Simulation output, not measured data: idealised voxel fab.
process module | voxel wiring stack
cross-section cut | 235 nm wide | cells 5 nm
A cross-section is a grid of square cells, given in bands from the top down. A band is one or more rows of cells.
Each band's line starts with the height of the band's top and of its bottom, in nm. Then come its materials from left to right, each with its width in nm. One material with "throughout" fills the band from edge to edge. "air" is empty space.
Height 0 is the level under which the wafer as received is all one material. The lowest band goes on downwards, as in "0 down".
A width such as "30 to 40" changes by the same amount from each row of cells to the next, from the band's top row to its bottom row.
"no change" after a step means that no cell of the cross-section changed.
closed voids: empty space of 8 cells or more with no open way to the top, each as width x height at its distance from the left edge, in nm
after a step's settings: what the simulator itself notes on the step
overlay nm, on a step with a mask: how far to the right of its planned place the mask lay; to the left if negative
plan
1 op RECEIVE | material Si
2 op CONFORMAL_DEP | material SiO2 | thk nm 15
3 op DIRECTIONAL_DEP | material TiN | thk nm 5
4 op DIRECTIONAL_DEP | material W | thk nm 20
5 op DIRECTIONAL_DEP | material aC | thk nm 15
6 op PATTERN | tone cover | mask id METAL_1 | material resist | width nm 30 | pitch nm 60 | thk nm 30 | overlay nm 0
7 op DIRECTIONAL_ETCH | etch materials aC | depth nm 15
8 op STRIP | etch materials resist
9 op DIRECTIONAL_ETCH | etch materials W | depth nm 20
10 op DIRECTIONAL_ETCH | etch materials TiN | depth nm 5
11 op STRIP | etch materials aC
12 op CONFORMAL_DEP | material SiCN | thk nm 5
13 op FILL_DEP | material lowk | thk nm 10
14 op CMP | height nm 40
15 op CONFORMAL_DEP | material SiCN | thk nm 5
16 op DIRECTIONAL_DEP | material SiO2 | thk nm 20
17 op MASKED_ETCH | tone open | mask id PLUG_1 | width nm 15 | pitch nm 120 | etch materials SiO2 | depth nm 20 | overlay nm 0
18 op MASKED_ETCH | tone open | mask id PLUG_1 | width nm 15 | pitch nm 120 | etch materials SiCN | depth nm 5 | overlay nm 0
19 op CONFORMAL_DEP | material TiN | thk nm 5
20 op FILL_DEP | material W | thk nm 5
21 op CMP | height nm 65
22 op CONFORMAL_DEP | material SiCN | thk nm 5
23 op DIRECTIONAL_DEP | material SiO2 | thk nm 15
24 op PATTERN | tone open | mask id METAL_2 | material resist | width nm 30 | pitch nm 60 | thk nm 20 | overlay nm 0
25 op DIRECTIONAL_ETCH | etch materials SiO2 | depth nm 15
26 op DIRECTIONAL_ETCH | etch materials SiCN | depth nm 5
27 op STRIP | etch materials resist
28 op CONFORMAL_DEP | material TiN | thk nm 5
29 op FILL_DEP | material W | thk nm 5
30 op CMP | height nm 85
31 op CONFORMAL_DEP | material SiCN | thk nm 5
32 op DIRECTIONAL_DEP | material SiO2 | thk nm 10
33 op MASKED_ETCH | tone open | mask id PLUG_2 | width nm 15 | pitch nm 60 | etch materials SiO2 | depth nm 10 | overlay nm 0
34 op MASKED_ETCH | tone open | mask id PLUG_2 | width nm 15 | pitch nm 60 | etch materials SiCN | depth nm 5 | overlay nm 0
35 op CONFORMAL_DEP | material TiN | thk nm 5
36 op FILL_DEP | material W | thk nm 5
37 op CMP | height nm 100
38 op DIRECTIONAL_DEP | material TiN | thk nm 5
39 op DIRECTIONAL_DEP | material Ru | thk nm 25
40 op MASKED_ETCH | tone cover | mask id METAL_3 | width nm 30 | pitch nm 60 | etch materials Ru | depth nm 25 | overlay nm 0
41 op MASKED_ETCH | tone cover | mask id METAL_3 | width nm 30 | pitch nm 60 | etch materials TiN | depth nm 5 | overlay nm 0
42 op CONFORMAL_DEP | material SiN | thk nm 5
43 op FILL_DEP | material lowk | thk nm 5
44 op CMP | height nm 130
45 op CONFORMAL_DEP | material SiCN | thk nm 5
as received, after step 1
  0 down: Si throughout
  closed voids: none
a wafer at the end: this start, this plan, one mistake
  135 to 130: SiCN throughout
  130 to 105: lowk 35 | SiN 5 | Ru 30 | SiN 5 | lowk 20 | SiN 5 | Ru 30 | SiN 5 | lowk 20 | SiN 5 | Ru 30 | SiN 5 | lowk 40
  105 to 100: SiN 40 | TiN 30 | SiN 30 | TiN 30 | SiN 30 | TiN 30 | SiN 45
  100 to 90: SiO2 40 | TiN 5 | W 5 | TiN 5 | SiO2 45 | TiN 5 | W 5 | TiN 5 | SiO2 45 | TiN 5 | W 5 | TiN 5 | SiO2 60
  90 to 85: SiCN 40 | TiN 15 | SiCN 45 | TiN 15 | SiCN 45 | TiN 15 | SiCN 60
  85 to 70: SiO2 40 | TiN 5 | W 20 | TiN 5 | SiO2 30 | TiN 5 | W 20 | TiN 5 | SiO2 30 | TiN 5 | W 20 | TiN 5 | SiO2 45
  70 to 65: SiCN 40 | TiN 30 | SiCN 30 | TiN 30 | SiCN 30 | TiN 30 | SiCN 45
  65 to 45: SiO2 40 | TiN 5 | W 5 | TiN 5 | SiO2 105 | TiN 5 | W 5 | TiN 5 | SiO2 60
  45 to 40: SiCN 40 | TiN 15 | SiCN 105 | TiN 15 | SiCN 60
  40 to 30: lowk throughout
  30 to 25: lowk 35 | SiCN 40 | lowk 20 | SiCN 40 | lowk 20 | SiCN 40 | lowk 40
  25 to 5: lowk 35 | SiCN 5 | W 30 | SiCN 5 | lowk 20 | SiCN 5 | W 30 | SiCN 5 | lowk 20 | SiCN 5 | W 30 | SiCN 5 | lowk 40
  5 to 0: SiCN 40 | TiN 30 | SiCN 30 | TiN 30 | SiCN 30 | TiN 30 | SiCN 45
  0 down: Si throughout
  closed voids: none
what went wrong: step 2 was left out
